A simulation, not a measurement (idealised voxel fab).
process module | voxel self aligned vias
cross-section cut | 205 nm wide | cells 5 nm
A cross-section is a grid of square cells, given in bands from the top down. A band is one or more rows of cells.
Each band's line starts with the height of the band's top and of its bottom, in nm. Then come its materials from left to right, each with its width in nm. One material with "throughout" fills the band from edge to edge. "air" is empty space.
Height 0 is the level under which the wafer as received is all one material. The lowest band goes on downwards, as in "0 down".
A width such as "30 to 40" changes by the same amount from each row of cells to the next, from the band's top row to its bottom row.
"no change" after a step means that no cell of the cross-section changed.
closed voids: empty space of 8 cells or more with no open way to the top, each as width x height at its distance from the left edge, in nm
after a step's settings: what the simulator itself notes on the step
overlay nm, on a step with a mask: how far to the right of its planned place the mask lay; to the left if negative
plan
1 op RECEIVE | material Si
2 op CONFORMAL_DEP | material SiO2 | thk nm 10
3 op CONFORMAL_DEP | material SiCN | thk nm 5
4 op DIRECTIONAL_DEP | material lowk | thk nm 30
5 op DIRECTIONAL_DEP | material aC | thk nm 10
6 op PATTERN | tone open | mask id LINES | material resist | width nm 25 | pitch nm 60 | thk nm 25 | overlay nm 0
7 op DIRECTIONAL_ETCH | etch materials aC | depth nm 10
8 op STRIP | etch materials resist
9 op DIRECTIONAL_ETCH | etch materials lowk | depth nm 30
10 op STRIP | etch materials aC
11 op CONFORMAL_DEP | material TiN | thk nm 5
12 op FILL_DEP | material W | thk nm 5
13 op CMP | height nm 45
14 op SELECTIVE_ETCH | etch materials W Ru TiN | depth nm 10
15 op FILL_DEP | material SiN | thk nm 10
16 op CMP | height nm 45
17 op DIRECTIONAL_DEP | material lowk | thk nm 15
18 op PATTERN | tone open | mask id VIAS | material resist | width nm 45 | pitch nm 60 | thk nm 15 | overlay nm 0
19 op DIRECTIONAL_ETCH | etch materials lowk | depth nm 15
20 op DIRECTIONAL_ETCH | etch materials SiN | depth nm 10
21 op STRIP | etch materials resist
22 op CONFORMAL_DEP | material TiN | thk nm 5
23 op FILL_DEP | material Ru | thk nm 10
24 op CMP | height nm 60
25 op CONFORMAL_DEP | material SiN | thk nm 5
as received, after step 1
  0 down: Si throughout
  closed voids: none
first wafer at the end, as planned
  65 to 60: SiN throughout
  60 to 50: lowk 50 | TiN 5 | Ru 35 | TiN 5 | lowk 15 | TiN 5 | Ru 35 | TiN 5 | lowk 50
  50 to 40: lowk 50 to 60 | TiN 15 to 5 | Ru 15 | TiN 15 to 5 | lowk 15 to 35 | TiN 15 to 5 | Ru 15 | TiN 15 to 5 | lowk 50 to 60
  40 to 35: lowk 60 | TiN 25 | lowk 35 | TiN 25 | lowk 60
  35 to 20: lowk 60 | TiN 5 | W 15 | TiN 5 | lowk 35 | TiN 5 | W 15 | TiN 5 | lowk 60
  20 to 15: lowk 60 | TiN 25 | lowk 35 | TiN 25 | lowk 60
  15 to 10: SiCN throughout
  10 to 0: SiO2 throughout
  0 down: Si throughout
  closed voids: none
second wafer at the end: like start, like plan, one mistake
  65 to 60: SiN throughout
  60 to 50: lowk 50 | TiN 5 | Ru 35 | TiN 5 | lowk 15 | TiN 5 | Ru 35 | TiN 5 | lowk 50
  50 to 40: lowk 50 to 60 | TiN 15 to 5 | Ru 15 | TiN 15 to 5 | lowk 15 to 35 | TiN 15 to 5 | Ru 15 | TiN 15 to 5 | lowk 50 to 60
  40 to 35: lowk 60 | TiN 25 | lowk 35 | TiN 25 | lowk 60
  35 to 20: lowk 60 | TiN 5 | W 15 | TiN 5 | lowk 35 | TiN 5 | W 15 | TiN 5 | lowk 60
  20 to 15: lowk 60 | TiN 25 | lowk 35 | TiN 25 | lowk 60
  15 to 5: SiO2 throughout
  5 to 0: SiCN throughout
  0 down: Si throughout
  closed voids: none
what went wrong: steps 2 and 3 were swapped
at the end the second wafer has, in cells: as many of each material as the first, in other places
